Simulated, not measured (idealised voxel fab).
Process module, titled voxel self aligned vias
FYI the section here is cut, 220 nm wide, cells are 5 nm squares.
Cross-sections here: square-cell grids, written as top-down lists of bands, a band being one or more rows of cells. Heights first: top, then bottom, in nm. Then materials, left to right, each with a width in nm. "full width" on a single material: fills the band edge to edge. "blank": empty space. Basically, 0 is our baseline, since under it the wafer straight out of the box is all one material. The bottom band has no lower end and keeps on going down, so it looks like "0 -> down". Width "30 to 40": first value at the band's top row of cells, second value at its bottom row, equal change from row to row. "no modification" (step): cross-section cells unchanged, all of them. For the entry "Enclosed empty spaces", the listed items are empty spaces with no open way to the top whose size is 8 cells or more; each item follows the pattern width x height at distance, where distance is from the left edge and all three are in nm. Formally, on a step line, whatever follows the settings is a remark that the simulator itself makes on the step. Steps that use a mask can have "overlay nm" on their line. It says how far the mask sat to the right of where it was meant to be. Negative means to the left.

The steps planned for the process are as follows
1. RECEIVE, material Si
2. CONFORMAL_DEP, material SiO2, thk nm 10
3. CONFORMAL_DEP, material SiCN, thk nm 5
4. DIRECTIONAL_DEP, material lowk, thk nm 25
5. PATTERN, tone open, mask id LINES, material resist, width nm 20, pitch nm 55, thk nm 15, overlay nm 0
6. DIRECTIONAL_ETCH, etch materials lowk, depth nm 25
7. STRIP, etch materials resist
8. CONFORMAL_DEP, material TiN, thk nm 5
9. FILL_DEP, material Ru, thk nm 5
10. CMP, height nm 40
11. SELECTIVE_ETCH, etch materials W Ru TiN, depth nm 10
12. FILL_DEP, material SiN, thk nm 10
13. CMP, height nm 40
14. DIRECTIONAL_DEP, material lowk, thk nm 20
15. MASKED_ETCH, tone open, mask id VIAS, width nm 40, etch materials lowk, depth nm 20, overlay nm 0
16. MASKED_ETCH, tone open, mask id VIAS, width nm 40, etch materials SiN, depth nm 10, overlay nm 0
17. CONFORMAL_DEP, material TiN, thk nm 5
18. FILL_DEP, material W, thk nm 10
19. CMP, height nm 60
20. CONFORMAL_DEP, material SiCN, thk nm 5

Cross-section of the wafer at receipt, which is the condition after step 1
0 -> down = Si full width
Enclosed empty spaces: none

Post-module cross-section of the first of two wafers (run per plan)
65 -> 60 = SiCN full width
60 -> 45 = lowk 60 | TiN 5 | W 30 | TiN 5 | lowk 120
45 -> 40 = lowk 60 | TiN 15 | W 10 | TiN 15 | lowk 120
40 -> 35 = lowk 70 | TiN 5 | W 10 | TiN 5 | lowk 35 | SiN 20 | lowk 75
35 -> 30 = lowk 70 | TiN 20 | lowk 35 | SiN 20 | lowk 75
30 -> 20 = lowk 70 | TiN 5 | Ru 10 | TiN 5 | lowk 35 | TiN 5 | Ru 10 | TiN 5 | lowk 75
20 -> 15 = lowk 70 | TiN 20 | lowk 35 | TiN 20 | lowk 75
15 -> 10 = SiCN full width
10 -> 0 = SiO2 full width
0 -> down = Si full width
Enclosed empty spaces: none

Here's the second of our two wafers sectioned at module end. Same start as the first, same plan, but one mistake got made running it
60 -> 55 = SiCN full width
55 -> 45 = lowk 60 | TiN 5 | W 30 | TiN 5 | lowk 120
45 -> 40 = lowk 60 | TiN 15 | W 10 | TiN 15 | lowk 120
40 -> 35 = lowk 70 | TiN 5 | W 10 | TiN 5 | lowk 35 | SiN 20 | lowk 75
35 -> 30 = lowk 70 | TiN 20 | lowk 35 | SiN 20 | lowk 75
30 -> 20 = lowk 70 | TiN 5 | Ru 10 | TiN 5 | lowk 35 | TiN 5 | Ru 10 | TiN 5 | lowk 75
20 -> 15 = lowk 70 | TiN 20 | lowk 35 | TiN 20 | lowk 75
15 -> 10 = SiCN full width
10 -> 0 = SiO2 full width
0 -> down = Si full width
Enclosed empty spaces: none
In executing the process, a mistake was made relative to the plan: step 19 did not use the planned setting and instead ran as CMP, height nm 55
Count the cells at the end and the second wafer has more or fewer of some materials than the first: TiN -2 | W -6 | lowk -36
